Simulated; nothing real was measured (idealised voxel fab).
Process module name: voxel capacitor over wiring
Square cells of 5 nm make up the cross-section cut, whose width is 150 nm.
Just so we're on the same page, the cross-sections are grids of square cells, and they're listed out in bands top to bottom, each band one or more rows deep.
Quick guide to a band line: top height, bottom height (nm) up front; then every material left to right with its width in nm. Only one material and it's marked "full width"? Then it fills the band edge to edge. And "empty" just means empty space.
Counting heights begins at 0, where everything beneath is, in the wafer as received, one material. The lowest band has no bottom; it goes on downwards, as "0 -> down" shows.
A width given as "30 to 40" starts at the first number in the band's top row and ends at the second number in its bottom row, shifting by an equal amount at every step from row to row.
When a step is marked "everything unchanged", none of the cells in the cross-section changed during that step.
"Tabulated closed voids" contains a list of empty spaces, each no smaller than 8 cells and without an open way to the top, written in the form width x height at distance with the distance from the left edge and all three in nm.
Anything after a step's settings on that line? It's the simulator's own note about the step.
The optional step-line setting "overlay nm" applies to steps with a mask and quantifies how far to the right of its planned location the mask lay, a negative value indicating leftward placement.

-- Planned step list for the process
step 1: RECEIVE,material Si
step 2: CONFORMAL_DEP,material SiO2,thk nm 15
step 3: CONFORMAL_DEP,material SiCN,thk nm 5
step 4: DIRECTIONAL_DEP,material lowk,thk nm 20
step 5: DIRECTIONAL_DEP,material aC,thk nm 15
step 6: PATTERN,tone open,mask id METAL_1,material resist,width nm 20,pitch nm 90,thk nm 35,overlay nm 0
step 7: DIRECTIONAL_ETCH,etch materials aC,depth nm 15
step 8: STRIP,etch materials resist
step 9: DIRECTIONAL_ETCH,etch materials lowk,depth nm 20
step 10: DIRECTIONAL_ETCH,etch materials SiCN,depth nm 5
step 11: STRIP,etch materials aC
step 12: CONFORMAL_DEP,material TiN,thk nm 5
step 13: FILL_DEP,material Cu,thk nm 10
step 14: CMP,height nm 40
step 15: CONFORMAL_DEP,material SiCN,thk nm 5
step 16: DIRECTIONAL_DEP,material SiO2,thk nm 10
step 17: DIRECTIONAL_DEP,material aC,thk nm 10
step 18: PATTERN,tone open,mask id PLUG_1,material resist,width nm 15,thk nm 25,overlay nm 0
step 19: DIRECTIONAL_ETCH,etch materials aC,depth nm 10
step 20: STRIP,etch materials resist
step 21: DIRECTIONAL_ETCH,etch materials SiO2,depth nm 10
step 22: DIRECTIONAL_ETCH,etch materials SiCN,depth nm 5
step 23: STRIP,etch materials aC
step 24: EPI,material Ru,thk nm 10
step 25: EPI,material Ru,thk nm 5
step 26: DIRECTIONAL_DEP,material TiN,thk nm 10
step 27: DIRECTIONAL_DEP,material SiN,thk nm 5
step 28: DIRECTIONAL_DEP,material TiN,thk nm 10
step 29: MASKED_ETCH,tone cover,mask id UPPER_PLATE,width nm 75,etch materials TiN,depth nm 10,overlay nm 0
step 30: MASKED_ETCH,tone cover,mask id UPPER_PLATE,width nm 75,etch materials SiN,depth nm 5,overlay nm 0
step 31: MASKED_ETCH,tone cover,mask id LOWER_PLATE,width nm 85,etch materials TiN,depth nm 10,overlay nm 0
step 32: FILL_DEP,material SiO2,thk nm 15
step 33: CMP,height nm 90
step 34: MASKED_ETCH,tone open,mask id PLUG_2,width nm 15,etch materials SiO2,depth nm 10,overlay nm 0
step 35: CONFORMAL_DEP,material TiN,thk nm 5
step 36: FILL_DEP,material Cu,thk nm 10
step 37: CMP,height nm 90
step 38: CONFORMAL_DEP,material SiCN,thk nm 5

-- Shown in cross-section is the wafer as received, that is, as it stands after step 1
- 0 -> down  Si full width
- Tabulated closed voids: none

-- The following cross-section depicts the wafer upon conclusion of the module. Processing commenced from the starting condition illustrated above and adhered to the plan illustrated above, save for one mistake in execution
- 95 -> 90  SiCN full width
- 90 -> 85  35 SiO2; 5 TiN; 5 Cu; 5 TiN; 100 SiO2
- 85 -> 80  35 SiO2; 15 TiN; 100 SiO2
- 80 -> 70  25 SiO2; 75 TiN; 50 SiO2
- 70 -> 65  25 SiO2; 75 SiN; 50 SiO2
- 65 -> 55  20 SiO2; 85 TiN; 45 SiO2
- 55 -> 45  25 SiO2; 15 Ru; 110 SiO2
- 45 -> 40  25 SiCN; 15 Ru; 110 SiCN
- 40 -> 35  20 SiCN; 20 TiN; 70 SiCN; 20 TiN; 20 SiCN
- 35 -> 15  lowk full width
- 15 -> 0  SiO2 full width
- 0 -> down  Si full width
- Tabulated closed voids: none
Which mistake was made when the wafer was run? steps 3 and 4 of the plan were each performed in the slot designated for the other
